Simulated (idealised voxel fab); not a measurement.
Process module under the name voxel air gaps
Square cells of 5 nm make up the cross-section cut, whose width is 280 nm.
Format of a cross-section: grid, square cells. Given as bands. Order: top down. Band: one or more rows of cells. Basically the band line says how high the top is and how high the bottom is, in nm, and then what's in it from left to right, every material with its width in nm. Empty space shows up as "empty", and if a single material carries "all across" it runs the full band edge to edge. It should be noted that heights are counted from 0, beneath which the wafer as supplied is of one material throughout, and that the lowest band possesses no lower boundary but continues downward, as written in "0..down". The notation "30..40" denotes a width that varies across the rows of cells in the band, beginning at the first number in the top row, finishing at the second number in the bottom row, and changing by an identical amount from each row to the next. Step note "no alteration" = no cross-section cell changed. You'll see "Voids, sealed" listing empty spaces that have no way open to the top, as long as they're 8 cells or more; the notation is width x height at distance, where the distance is from the left edge, and all of it is in nm. What comes after the settings on a step's line is commentary from the simulator itself on that step. overlay nm: step with mask; distance mask lay right of planned place; negative value = left of planned place.

PROCESS STEPS - PLAN
1. RECEIVE [material Si]
2. CONFORMAL_DEP [material SiO2] [thk nm 15]
3. CONFORMAL_DEP [material SiCN] [thk nm 5]
4. DIRECTIONAL_DEP [material SiO2] [thk nm 30]
5. DIRECTIONAL_DEP [material aC] [thk nm 10]
6. PATTERN [tone open] [mask id LINES] [material resist] [width nm 15] [pitch nm 40] [thk nm 30] [overlay nm 0]
7. DIRECTIONAL_ETCH [etch materials aC] [depth nm 10]
8. STRIP [etch materials resist]
9. DIRECTIONAL_ETCH [etch materials SiO2] [depth nm 30]
10. STRIP [etch materials aC]
11. CONFORMAL_DEP [material TiN] [thk nm 5]
12. FILL_DEP [material Cu] [thk nm 5]
13. CMP [height nm 50]
14. EPI [material Ru] [thk nm 10]
15. SELECTIVE_ETCH [etch materials SiO2] [depth nm 40]
16. CONFORMAL_DEP [material SiCN] [thk nm 5]
Split variable: thk nm, step 3. Plan value = first wafer. Wafers start alike.

STEP 1 COMPLETE: AS-RECEIVED CROSS-SECTION OF THE FIRST OF SEVERAL WAFERS
  0..down | Si all across
  Voids, sealed: none

WAFER ROWS, END OF MODULE: CELLS PER MATERIAL GAINED (+) OR LOST (-) SINCE RECEIPT; CLOSED VOIDS LAST
thk nm 5, +20 Cu, +56 Ru, +196 SiCN, +168 SiO2, +52 TiN, Voids, sealed: 15 x 20 at 90; 15 x 20 at 130; 15 x 20 at 170
thk nm 10, +16 Cu, +56 Ru, +244 SiCN, +168 SiO2, +44 TiN, Voids, sealed: 15 x 15 at 90; 15 x 15 at 130; 15 x 15 at 170
thk nm 15, +12 Cu, +56 Ru, +292 SiCN, +168 SiO2, +36 TiN, Voids, sealed: none
thk nm 20, +8 Cu, +56 Ru, +340 SiCN, +168 SiO2, +28 TiN, Voids, sealed: none
